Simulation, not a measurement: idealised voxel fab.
The process module presented herein is designated voxel released beams.
This is section cut - it's 180 nm across, gridded in 5 nm square cells.
Throughout this document, each cross-section is represented as a grid of square cells and is presented as a sequence of bands enumerated from the top downward, where a band comprises one or more rows of cells.
The band entry comprises the height of the band's top followed by the height of its bottom, expressed in nm, and subsequently the band's materials from left to right, each stated together with its width in nm. Where a single material is marked with the word "throughout", that material fills the band from edge to edge. The word "empty" represents empty space.
The level at which height equals 0 is the one under which the wafer, as it arrives, is entirely one material. No lower edge exists for the bottom band, which continues downward and is notated as in "0 and below".
Width "30 to 40": first value at the band's top row of cells, second value at its bottom row, equal change from row to row.
Step marked "no alteration"? Then no cell in the cross-section changed in it.
Under "Trapped voids" you'll find the enclosed gaps, the ones with no way out to the top, that are 8 cells or bigger; each reads width x height at distance, with distance counted from the left edge, everything in nm.
That trailing text on a step's line, after the settings, is the simulator's own remark on the step.
Regarding "overlay nm": on a step with a mask, it is the distance the mask lay to the right of its planned place; a negative value places it to the left.

THE PLANNED PROCESS STEPS ARE ENUMERATED HEREUNDER
- 1: RECEIVE | material Si
- 2: CONFORMAL_DEP | material SiN | thk nm 5
- 3: DIRECTIONAL_DEP | material SiO2 | thk nm 10
- 4: MASKED_ETCH | tone open | mask id ANCHOR | width nm 35 | etch materials SiO2 | depth nm 10 | overlay nm 0
- 5: CONFORMAL_DEP | material TiN | thk nm 10
- 6: MASKED_ETCH | tone cover | mask id BEAM | width nm 80 | etch materials TiN | depth nm 10 | overlay nm 0
- 7: STRIP | etch materials SiO2

FIRST OF TWO WAFERS: RUN AS PLANNED

AS RECEIVED (POST STEP 1): CROSS-SECTION
- 0 and below: Si throughout
- Trapped voids: none

YOU'RE LOOKING AT A CROSS-SECTION OF THE WAFER AFTER STEP 2
- 5 down to 0: SiN throughout
- Lower than 0, everything is as it was.

YOU'RE LOOKING AT A CROSS-SECTION OF THE WAFER AFTER STEP 3
- 15 down to 5: SiO2 throughout
- Lower than 5, everything is as it was.

YOU'RE LOOKING AT A CROSS-SECTION OF THE WAFER AFTER STEP 4
- 15 down to 5: 50 nm SiO2  35 nm empty  95 nm SiO2
- Lower than 5, everything is as it was.

YOU'RE LOOKING AT A CROSS-SECTION OF THE WAFER AFTER STEP 5
- 25 down to 15: 60 nm TiN  15 nm empty  105 nm TiN
- 15 down to 5: 50 nm SiO2  35 nm TiN  95 nm SiO2
- Lower than 5, everything is as it was.

YOU'RE LOOKING AT A CROSS-SECTION OF THE WAFER AFTER STEP 6
- 25 down to 15: 45 nm empty  15 nm TiN  15 nm empty  50 nm TiN  55 nm empty
- Lower than 15, everything is as it was.

YOU'RE LOOKING AT A CROSS-SECTION OF THE WAFER AFTER STEP 7
- 25 down to 15: 45 nm empty  15 nm TiN  15 nm empty  50 nm TiN  55 nm empty
- 15 down to 5: 50 nm empty  35 nm TiN  95 nm empty
- Lower than 5, everything is as it was.

WAFER TWO. IDENTICAL START, IDENTICAL PLAN. ONE MISTAKE IN EXECUTION. IDENTICAL HISTORY THROUGH STEP 3

SECOND WAFER AT THE PLANNED FINISH OF STEP 4, SEEN IN CROSS-SECTION
- 15 down to 5: 50 nm SiO2  35 nm empty  95 nm SiO2
- Lower than 5, everything is as it was.

SECOND WAFER AT THE PLANNED FINISH OF STEP 5, SEEN IN CROSS-SECTION
- 25 down to 15: 60 nm TiN  15 nm empty  105 nm TiN
- 15 down to 5: 50 nm SiO2  35 nm TiN  95 nm SiO2
- Lower than 5, everything is as it was.

SECOND WAFER AT THE PLANNED FINISH OF STEP 6, SEEN IN CROSS-SECTION
- 25 down to 15: 45 nm empty  15 nm TiN  15 nm empty  50 nm TiN  55 nm empty
- Lower than 15, everything is as it was.

SECOND WAFER AT THE PLANNED FINISH OF STEP 7, SEEN IN CROSS-SECTION
- 25 down to 15: 45 nm empty  15 nm TiN  15 nm empty  50 nm TiN  55 nm empty
- 15 down to 5: 50 nm empty  35 nm TiN  95 nm empty
- Lower than 5, everything is as it was.
In executing the process, a mistake was made relative to the plan: step 4 from the plan got run twice
The two wafers finish with the same cross-section, and therefore the mistake leaves the computed outcome of this model unchanged.
